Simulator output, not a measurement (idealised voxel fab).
process module | voxel gate over fins
cross-section cut | 230 nm wide | cells 5 nm
A cross-section is a grid of square cells, given in bands from the top down. A band is one or more rows of cells.
Each band's line starts with the height of the band's top and of its bottom, in nm. Then come its materials from left to right, each with its width in nm. One material with "throughout" fills the band from edge to edge. "air" is empty space.
Height 0 is the level under which the wafer as received is all one material. The lowest band goes on downwards, as in "0 down".
A width such as "30 to 40" changes by the same amount from each row of cells to the next, from the band's top row to its bottom row.
"no change" after a step means that no cell of the cross-section changed.
closed voids: empty space of 8 cells or more with no open way to the top, each as width x height at its distance from the left edge, in nm
after a step's settings: what the simulator itself notes on the step
overlay nm, on a step with a mask: how far to the right of its planned place the mask lay; to the left if negative
plan
1 op RECEIVE | material Si
2 op CONFORMAL_DEP | material SiN | thk nm 5
3 op PATTERN | tone cover | mask id FINS | material resist | width nm 15 | pitch nm 50 | thk nm 20 | overlay nm 0
4 op DIRECTIONAL_ETCH | etch materials SiN | depth nm 5
5 op DIRECTIONAL_ETCH | etch materials Si | depth nm 40
6 op STRIP | etch materials resist
7 op OXIDIZE | depth nm 5
8 op FILL_DEP | material SiO2 | thk nm 10
9 op CMP | height nm 5
10 op DIRECTIONAL_DEP | material aC | thk nm 10
11 op PATTERN | tone open | mask id RAIL | material resist | width nm 15 | thk nm 25 | overlay nm 0
12 op DIRECTIONAL_ETCH | etch materials aC | depth nm 10
13 op STRIP | etch materials resist
14 op DIRECTIONAL_ETCH | etch materials SiO2 | depth nm 40
15 op STRIP | etch materials aC
16 op CONFORMAL_DEP | material TiN | thk nm 5
17 op FILL_DEP | material W | thk nm 10
18 op CMP | height nm 5
19 op SELECTIVE_ETCH | etch materials W Ru TiN | depth nm 25
20 op FILL_DEP | material SiO2 | thk nm 5
21 op CMP | height nm 5
22 op SELECTIVE_ETCH | etch materials SiO2 | depth nm 20
23 op STRIP | etch materials SiN
24 op CONFORMAL_DEP | material HfO2 | thk nm 5
25 op CONFORMAL_DEP | material TiN | thk nm 5
26 op CONFORMAL_DEP | material TiAl | thk nm 5
27 op CONFORMAL_DEP | material TiN | thk nm 5
28 op FILL_DEP | material W | thk nm 15
29 op CMP | height nm 30
30 op CONFORMAL_DEP | material SiN | thk nm 5
first wafer, as planned
as received, after step 1
  0 down: Si throughout
  closed voids: none
after step 2
  5 to 0: SiN throughout
  below 0: unchanged
after step 3
  25 to 5: air 80 | resist 15 | air 35 | resist 15 | air 85
  below 5: unchanged
after step 4
  25 to 5: air 80 | resist 15 | air 35 | resist 15 | air 85
  5 to 0: air 80 | SiN 15 | air 35 | SiN 15 | air 85
  below 0: unchanged
after step 5
  25 to 5: air 80 | resist 15 | air 35 | resist 15 | air 85
  5 to 0: air 80 | SiN 15 | air 35 | SiN 15 | air 85
  0 to -40: air 80 | Si 15 | air 35 | Si 15 | air 85
  below -40: unchanged
after step 6
  5 to 0: air 80 | SiN 15 | air 35 | SiN 15 | air 85
  below 0: unchanged
after step 7
  5 to 0: air 80 | SiN 15 | air 35 | SiN 15 | air 85
  0 to -40: air 80 | SiO2 5 | Si 5 | SiO2 5 | air 35 | SiO2 5 | Si 5 | SiO2 5 | air 85
  -40 to -45: SiO2 85 | Si 5 | SiO2 45 | Si 5 | SiO2 90
  below -45: unchanged
after step 8
  15 to 5: SiO2 throughout
  5 to 0: SiO2 80 | SiN 15 | SiO2 35 | SiN 15 | SiO2 85
  0 to -45: SiO2 85 | Si 5 | SiO2 45 | Si 5 | SiO2 90
  below -45: unchanged
after step 9
  5 to 0: SiO2 80 | SiN 15 | SiO2 35 | SiN 15 | SiO2 85
  below 0: unchanged
after step 10
  15 to 5: aC throughout
  below 5: unchanged
after step 11
  40 to 15: resist 105 | air 15 | resist 110
  below 15: unchanged
after step 12
  30 to 15: resist 105 | air 15 | resist 110
  15 to 5: aC 105 | air 15 | aC 110
  below 5: unchanged
after step 13
  15 to 5: aC 105 | air 15 | aC 110
  below 5: unchanged
after step 14
  15 to 5: aC 105 | air 15 | aC 110
  5 to 0: SiO2 80 | SiN 15 | SiO2 10 | air 15 | SiO2 10 | SiN 15 | SiO2 85
  0 to -35: SiO2 85 | Si 5 | SiO2 15 | air 15 | SiO2 15 | Si 5 | SiO2 90
  below -35: unchanged
after step 15
  5 to 0: SiO2 80 | SiN 15 | SiO2 10 | air 15 | SiO2 10 | SiN 15 | SiO2 85
  below 0: unchanged
after step 16
  10 to 5: TiN 110 | air 5 | TiN 115
  5 to 0: SiO2 80 | SiN 15 | SiO2 10 | TiN 5 | air 5 | TiN 5 | SiO2 10 | SiN 15 | SiO2 85
  0 to -30: SiO2 85 | Si 5 | SiO2 15 | TiN 5 | air 5 | TiN 5 | SiO2 15 | Si 5 | SiO2 90
  -30 to -35: SiO2 85 | Si 5 | SiO2 15 | TiN 15 | SiO2 15 | Si 5 | SiO2 90
  below -35: unchanged
after step 17
  20 to 10: W throughout
  10 to 5: TiN 110 | W 5 | TiN 115
  5 to 0: SiO2 80 | SiN 15 | SiO2 10 | TiN 5 | W 5 | TiN 5 | SiO2 10 | SiN 15 | SiO2 85
  0 to -30: SiO2 85 | Si 5 | SiO2 15 | TiN 5 | W 5 | TiN 5 | SiO2 15 | Si 5 | SiO2 90
  below -30: unchanged
after step 18
  5 to 0: SiO2 80 | SiN 15 | SiO2 10 | TiN 5 | W 5 | TiN 5 | SiO2 10 | SiN 15 | SiO2 85
  below 0: unchanged
after step 19
  5 to 0: SiO2 80 | SiN 15 | SiO2 10 | air 15 | SiO2 10 | SiN 15 | SiO2 85
  0 to -20: SiO2 85 | Si 5 | SiO2 15 | air 15 | SiO2 15 | Si 5 | SiO2 90
  below -20: unchanged
after step 20
  10 to 5: SiO2 throughout
  5 to 0: SiO2 80 | SiN 15 | SiO2 35 | SiN 15 | SiO2 85
  0 to -20: SiO2 85 | Si 5 | SiO2 45 | Si 5 | SiO2 90
  below -20: unchanged
after step 21
  5 to 0: SiO2 80 | SiN 15 | SiO2 35 | SiN 15 | SiO2 85
  below 0: unchanged
after step 22
  5 to 0: air 80 | SiN 15 | air 35 | SiN 15 | air 85
  0 to -15: air 85 | Si 5 | air 45 | Si 5 | air 90
  below -15: unchanged
after step 23
  0 to -15: air 85 | Si 5 | air 45 | Si 5 | air 90
  below -15: unchanged
after step 24
  5 to 0: air 80 | HfO2 15 | air 35 | HfO2 15 | air 85
  0 to -10: air 80 | HfO2 5 | Si 5 | HfO2 5 | air 35 | HfO2 5 | Si 5 | HfO2 5 | air 85
  -10 to -15: HfO2 85 | Si 5 | HfO2 45 | Si 5 | HfO2 90
  below -15: unchanged
after step 25
  10 to 5: air 75 | TiN 25 | air 25 | TiN 25 | air 80
  5 to 0: air 75 | TiN 5 | HfO2 15 | TiN 5 | air 25 | TiN 5 | HfO2 15 | TiN 5 | air 80
  0 to -5: air 75 | TiN 5 | HfO2 5 | Si 5 | HfO2 5 | TiN 5 | air 25 | TiN 5 | HfO2 5 | Si 5 | HfO2 5 | TiN 5 | air 80
  -5 to -10: TiN 80 | HfO2 5 | Si 5 | HfO2 5 | TiN 35 | HfO2 5 | Si 5 | HfO2 5 | TiN 85
  below -10: unchanged
after step 26
  15 to 10: air 70 | TiAl 35 | air 15 | TiAl 35 | air 75
  10 to 5: air 70 | TiAl 5 | TiN 25 | TiAl 5 | air 15 | TiAl 5 | TiN 25 | TiAl 5 | air 75
  5 to 0: air 70 | TiAl 5 | TiN 5 | HfO2 15 | TiN 5 | TiAl 5 | air 15 | TiAl 5 | TiN 5 | HfO2 15 | TiN 5 | TiAl 5 | air 75
  0 to -5: TiAl 75 | TiN 5 | HfO2 5 | Si 5 | HfO2 5 | TiN 5 | TiAl 25 | TiN 5 | HfO2 5 | Si 5 | HfO2 5 | TiN 5 | TiAl 80
  below -5: unchanged
after step 27
  20 to 15: air 65 | TiN 45 | air 5 | TiN 45 | air 70
  15 to 10: air 65 | TiN 5 | TiAl 35 | TiN 5 | air 5 | TiN 5 | TiAl 35 | TiN 5 | air 70
  10 to 5: air 65 | TiN 5 | TiAl 5 | TiN 25 | TiAl 5 | TiN 5 | air 5 | TiN 5 | TiAl 5 | TiN 25 | TiAl 5 | TiN 5 | air 70
  5 to 0: TiN 70 | TiAl 5 | TiN 5 | HfO2 15 | TiN 5 | TiAl 5 | TiN 15 | TiAl 5 | TiN 5 | HfO2 15 | TiN 5 | TiAl 5 | TiN 75
  below 0: unchanged
after step 28
  35 to 20: W throughout
  20 to 15: W 65 | TiN 45 | W 5 | TiN 45 | W 70
  15 to 10: W 65 | TiN 5 | TiAl 35 | TiN 5 | W 5 | TiN 5 | TiAl 35 | TiN 5 | W 70
  10 to 5: W 65 | TiN 5 | TiAl 5 | TiN 25 | TiAl 5 | TiN 5 | W 5 | TiN 5 | TiAl 5 | TiN 25 | TiAl 5 | TiN 5 | W 70
  below 5: unchanged
after step 29
  30 to 20: W throughout
  below 20: unchanged
after step 30
  35 to 30: SiN throughout
  below 30: unchanged
second wafer: like start, like plan, one mistake. Through step 23 it matches the first wafer
when step 24 should have ended
  5 to 0: air 80 | TiN 15 | air 35 | TiN 15 | air 85
  0 to -10: air 80 | TiN 5 | Si 5 | TiN 5 | air 35 | TiN 5 | Si 5 | TiN 5 | air 85
  -10 to -15: TiN 85 | Si 5 | TiN 45 | Si 5 | TiN 90
  below -15: unchanged
when step 25 should have ended
  10 to 5: air 75 | HfO2 25 | air 25 | HfO2 25 | air 80
  5 to 0: air 75 | HfO2 5 | TiN 15 | HfO2 5 | air 25 | HfO2 5 | TiN 15 | HfO2 5 | air 80
  0 to -5: air 75 | HfO2 5 | TiN 5 | Si 5 | TiN 5 | HfO2 5 | air 25 | HfO2 5 | TiN 5 | Si 5 | TiN 5 | HfO2 5 | air 80
  -5 to -10: HfO2 80 | TiN 5 | Si 5 | TiN 5 | HfO2 35 | TiN 5 | Si 5 | TiN 5 | HfO2 85
  below -10: unchanged
when step 26 should have ended
  15 to 10: air 70 | TiAl 35 | air 15 | TiAl 35 | air 75
  10 to 5: air 70 | TiAl 5 | HfO2 25 | TiAl 5 | air 15 | TiAl 5 | HfO2 25 | TiAl 5 | air 75
  5 to 0: air 70 | TiAl 5 | HfO2 5 | TiN 15 | HfO2 5 | TiAl 5 | air 15 | TiAl 5 | HfO2 5 | TiN 15 | HfO2 5 | TiAl 5 | air 75
  0 to -5: TiAl 75 | HfO2 5 | TiN 5 | Si 5 | TiN 5 | HfO2 5 | TiAl 25 | HfO2 5 | TiN 5 | Si 5 | TiN 5 | HfO2 5 | TiAl 80
  below -5: unchanged
when step 27 should have ended
  20 to 15: air 65 | TiN 45 | air 5 | TiN 45 | air 70
  15 to 10: air 65 | TiN 5 | TiAl 35 | TiN 5 | air 5 | TiN 5 | TiAl 35 | TiN 5 | air 70
  10 to 5: air 65 | TiN 5 | TiAl 5 | HfO2 25 | TiAl 5 | TiN 5 | air 5 | TiN 5 | TiAl 5 | HfO2 25 | TiAl 5 | TiN 5 | air 70
  5 to 0: TiN 70 | TiAl 5 | HfO2 5 | TiN 15 | HfO2 5 | TiAl 5 | TiN 15 | TiAl 5 | HfO2 5 | TiN 15 | HfO2 5 | TiAl 5 | TiN 75
  below 0: unchanged
when step 28 should have ended
  35 to 20: W throughout
  20 to 15: W 65 | TiN 45 | W 5 | TiN 45 | W 70
  15 to 10: W 65 | TiN 5 | TiAl 35 | TiN 5 | W 5 | TiN 5 | TiAl 35 | TiN 5 | W 70
  10 to 5: W 65 | TiN 5 | TiAl 5 | HfO2 25 | TiAl 5 | TiN 5 | W 5 | TiN 5 | TiAl 5 | HfO2 25 | TiAl 5 | TiN 5 | W 70
  below 5: unchanged
when step 29 should have ended
  30 to 20: W throughout
  below 20: unchanged
when step 30 should have ended
  35 to 30: SiN throughout
  below 30: unchanged
what went wrong: steps 24 and 25 were swapped
at the end the second wafer has, in cells: as many of each material as the first, in other places
